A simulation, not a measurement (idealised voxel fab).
The document below concerns the process module designated voxel fin reveal.
Square cells of 5 nm make up the cross-section cut, whose width is 220 nm.
Cross-section spec: square-cell grid; bands listed top down; each band is one or more rows.
Heads up on the band format: heights come first, top then bottom, in nm. After that it's the materials left to right, each with its width in nm. A single material flagged "edge to edge" fills the whole band edge to edge, and "empty" means there's empty space there.
Ref level 0: as-received wafer is one material below here. Bottom band extends down with no lower bound ("top 0, no bottom").
A width such as "30 to 40" changes by the same amount from each row of cells to the next, from the band's top row to its bottom row.
It should be understood that the words "nothing was modified", when stated for a given step, signify that the cross-section underwent no change in any of its cells during that step.
Closed empty spaces (no open way to the top) of 8 cells or more are what "Enclosed cavity list" lists, each as width x height at distance from the left edge, nm for all three.
Anything after a step's settings on that line? It's the simulator's own note about the step.
overlay nm: where the mask lay relative to plan, measured to the right, on steps with a mask; negatives go left.

### plan
1: RECEIVE (material Si)
2: CONFORMAL_DEP (material SiN; thk nm 10)
3: MASKED_ETCH (tone cover; mask id FINS; width nm 15; pitch nm 40; etch materials SiN; depth nm 10; overlay nm 0)
4: MASKED_ETCH (tone cover; mask id FINS; width nm 15; pitch nm 40; etch materials Si; depth nm 40; overlay nm 0)
5: OXIDIZE (depth nm 5)
6: FILL_DEP (material SiO2; thk nm 5)
7: CMP (height nm 10)
8: SELECTIVE_ETCH (etch materials SiO2; depth nm 40)
9: STRIP (etch materials SiN)

### Run as planned: first of two wafers

### Wafer as received: cross-section following step 1
  top 0, no bottom = Si edge to edge
  Enclosed cavity list: none

### Step 2 complete: cross-section through the wafer
  top 10, bottom 0 = SiN edge to edge
  Heights below 0 show no change.

### Step 3 complete: cross-section through the wafer
  top 10, bottom 0 = empty (40)  SiN (15)  empty (25)  SiN (15)  empty (25)  SiN (15)  empty (25)  SiN (15)  empty (45)
  Heights below 0 show no change.

### Step 4 complete: cross-section through the wafer
  top 10, bottom 0 = empty (40)  SiN (15)  empty (25)  SiN (15)  empty (25)  SiN (15)  empty (25)  SiN (15)  empty (45)
  top 0, bottom -40 = empty (40)  Si (15)  empty (25)  Si (15)  empty (25)  Si (15)  empty (25)  Si (15)  empty (45)
  Heights below -40 show no change.

### Step 5 complete: cross-section through the wafer
  top 10, bottom 0 = empty (40)  SiN (15)  empty (25)  SiN (15)  empty (25)  SiN (15)  empty (25)  SiN (15)  empty (45)
  top 0, bottom -40 = empty (40)  SiO2 (5)  Si (5)  SiO2 (5)  empty (25)  SiO2 (5)  Si (5)  SiO2 (5)  empty (25)  SiO2 (5)  Si (5)  SiO2 (5)  empty (25)  SiO2 (5)  Si (5)  SiO2 (5)  empty (45)
  top -40, bottom -45 = SiO2 (45)  Si (5)  SiO2 (35)  Si (5)  SiO2 (35)  Si (5)  SiO2 (35)  Si (5)  SiO2 (50)
  Heights below -45 show no change.

### Step 6 complete: cross-section through the wafer
  top 15, bottom 10 = SiO2 edge to edge
  top 10, bottom 0 = SiO2 (40)  SiN (15)  SiO2 (25)  SiN (15)  SiO2 (25)  SiN (15)  SiO2 (25)  SiN (15)  SiO2 (45)
  top 0, bottom -45 = SiO2 (45)  Si (5)  SiO2 (35)  Si (5)  SiO2 (35)  Si (5)  SiO2 (35)  Si (5)  SiO2 (50)
  Heights below -45 show no change.

### Step 7 complete: cross-section through the wafer
  top 10, bottom 0 = SiO2 (40)  SiN (15)  SiO2 (25)  SiN (15)  SiO2 (25)  SiN (15)  SiO2 (25)  SiN (15)  SiO2 (45)
  Heights below 0 show no change.

### Step 8 complete: cross-section through the wafer
  top 10, bottom 0 = empty (40)  SiN (15)  empty (25)  SiN (15)  empty (25)  SiN (15)  empty (25)  SiN (15)  empty (45)
  top 0, bottom -30 = empty (45)  Si (5)  empty (35)  Si (5)  empty (35)  Si (5)  empty (35)  Si (5)  empty (50)
  Heights below -30 show no change.

### Step 9 complete: cross-section through the wafer
  top 0, bottom -30 = empty (45)  Si (5)  empty (35)  Si (5)  empty (35)  Si (5)  empty (35)  Si (5)  empty (50)
  Heights below -30 show no change.

### Wafer two. Identical start, identical plan. One mistake in execution. Identical history through step 7

### What the second wafer looks like in cross-section when step 8 should have wrapped up
  top 10, bottom 0 = empty (40)  SiN (15)  empty (25)  SiN (15)  empty (25)  SiN (15)  empty (25)  SiN (15)  empty (45)
  top 0, bottom -45 = empty (45)  Si (5)  empty (35)  Si (5)  empty (35)  Si (5)  empty (35)  Si (5)  empty (50)
  Heights below -45 show no change.

### What the second wafer looks like in cross-section when step 9 should have wrapped up
  top 0, bottom -45 = empty (45)  Si (5)  empty (35)  Si (5)  empty (35)  Si (5)  empty (35)  Si (5)  empty (50)
  Heights below -45 show no change.
Run error: the plan's step 8 ran twice
Materials where the second wafer ends with more or fewer cells than the first: 120 fewer of SiO2
